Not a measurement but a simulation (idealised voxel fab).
You're looking at the process module voxel self aligned vias.
Each square cell in cross-section cut measures 5 nm, and the section as a whole is 180 nm wide.
This document writes a cross-section as a grid whose cells are square, and gives it as bands, listed from the top down; one or more rows of cells form a band.
Band entry format. Leading values: height of top, height of bottom, nm. Remainder: materials in left-to-right order, each with its width in nm. Special words: "everywhere" on a single material, which then fills the band edge to edge; "air", empty space.
Where do heights start? At 0: under that level the wafer as delivered is made of one material only. And the lowest band has no floor; it just carries on downward, as in "0 and below".
So if you see something like "30->40" for the width, read it as the top row of the band sitting at the first number and the bottom row at the second, with every row in between moving by the same amount as the last.
Key: "nothing was modified" - step with no changed cell in the cross-section.
Reported under the label "Sealed void inventory" are the empty spaces having no open way to the top and comprising 8 cells or more; the notation for each is width x height at distance, in which the distance is measured from the left edge and all three values are in nm.
If you see something after the settings on a step's line, that's the simulator's own remark about that step.
"overlay nm" on a masked step: distance the mask lay right of its planned place, negative for left.
[The planned process steps are enumerated hereunder]
1 RECEIVE,material Si
2 CONFORMAL_DEP,material SiO2,thk nm 15
3 CONFORMAL_DEP,material SiCN,thk nm 5
4 DIRECTIONAL_DEP,material lowk,thk nm 25
5 DIRECTIONAL_DEP,material aC,thk nm 10
6 PATTERN,tone open,mask id LINES,material resist,width nm 20,pitch nm 55,thk nm 25,overlay nm 0
7 DIRECTIONAL_ETCH,etch materials aC,depth nm 10
8 STRIP,etch materials resist
9 DIRECTIONAL_ETCH,etch materials lowk,depth nm 25
10 STRIP,etch materials aC
11 CONFORMAL_DEP,material TiN,thk nm 5
12 FILL_DEP,material Ru,thk nm 5
13 CMP,height nm 45
14 SELECTIVE_ETCH,etch materials W Ru TiN,depth nm 5
15 FILL_DEP,material SiN,thk nm 10
16 CMP,height nm 45
17 DIRECTIONAL_DEP,material lowk,thk nm 15
18 PATTERN,tone open,mask id VIAS,material resist,width nm 40,pitch nm 55,thk nm 15,overlay nm 0
19 DIRECTIONAL_ETCH,etch materials lowk,depth nm 15
20 DIRECTIONAL_ETCH,etch materials SiN,depth nm 5
21 STRIP,etch materials resist
22 CONFORMAL_DEP,material TiN,thk nm 5
23 FILL_DEP,material W,thk nm 10
24 CMP,height nm 60
25 CONFORMAL_DEP,material SiN,thk nm 5
[Cross-section of the wafer upon arrival, representing the state reached after step 1]
  0 and below = Si everywhere
  Sealed void inventory: none
[Here's the cross-section of the first of our two wafers at the end of the module - it ran as planned]
  65 down to 60 = SiN everywhere
  60 down to 50 = lowk=15, then TiN=5, then W=30, then TiN=5, then lowk=15, then TiN=5, then W=30, then TiN=5, then lowk=15, then TiN=5, then W=30, then TiN=5, then lowk=15
  50 down to 45 = lowk=15, then TiN=15, then W=10, then TiN=15, then lowk=15, then TiN=15, then W=10, then TiN=15, then lowk=15, then TiN=15, then W=10, then TiN=15, then lowk=15
  45 down to 40 = lowk=25, then TiN=20, then lowk=35, then TiN=20, then lowk=35, then TiN=20, then lowk=25
  40 down to 25 = lowk=25, then TiN=5, then Ru=10, then TiN=5, then lowk=35, then TiN=5, then Ru=10, then TiN=5, then lowk=35, then TiN=5, then Ru=10, then TiN=5, then lowk=25
  25 down to 20 = lowk=25, then TiN=20, then lowk=35, then TiN=20, then lowk=35, then TiN=20, then lowk=25
  20 down to 15 = SiCN everywhere
  15 down to 0 = SiO2 everywhere
  0 and below = Si everywhere
  Sealed void inventory: none
[Module end: cross-section of wafer two of two. Same start and process plan as the first wafer. One mistake during execution]
  65 down to 60 = SiN everywhere
  60 down to 50 = lowk=15, then TiN=5, then W=30, then TiN=5, then lowk=15, then TiN=5, then W=30, then TiN=5, then lowk=15, then TiN=5, then W=30, then TiN=5, then lowk=15
  50 down to 45 = lowk=15, then TiN=20, then W=5, then TiN=15, then lowk=15, then TiN=20, then W=5, then TiN=15, then lowk=15, then TiN=20, then W=5, then TiN=15, then lowk=15
  45 down to 40 = lowk=30, then TiN=15, then lowk=40, then TiN=15, then lowk=40, then TiN=15, then lowk=25
  40 down to 25 = lowk=30, then TiN=5, then Ru=5, then TiN=5, then lowk=40, then TiN=5, then Ru=5, then TiN=5, then lowk=40, then TiN=5, then Ru=5, then TiN=5, then lowk=25
  25 down to 20 = lowk=30, then TiN=15, then lowk=40, then TiN=15, then lowk=40, then TiN=15, then lowk=25
  20 down to 15 = SiCN everywhere
  15 down to 0 = SiO2 everywhere
  0 and below = Si everywhere
  Sealed void inventory: none
What broke from the plan during processing? step 6 ran as: PATTERN,tone open,mask id LINES,material resist,width nm 15,pitch nm 55,thk nm 25,overlay nm 0
The final cell counts differ between the wafers, with the second having more or fewer of some materials than the first: -9 Ru | -3 TiN | -3 W | +15 lowk
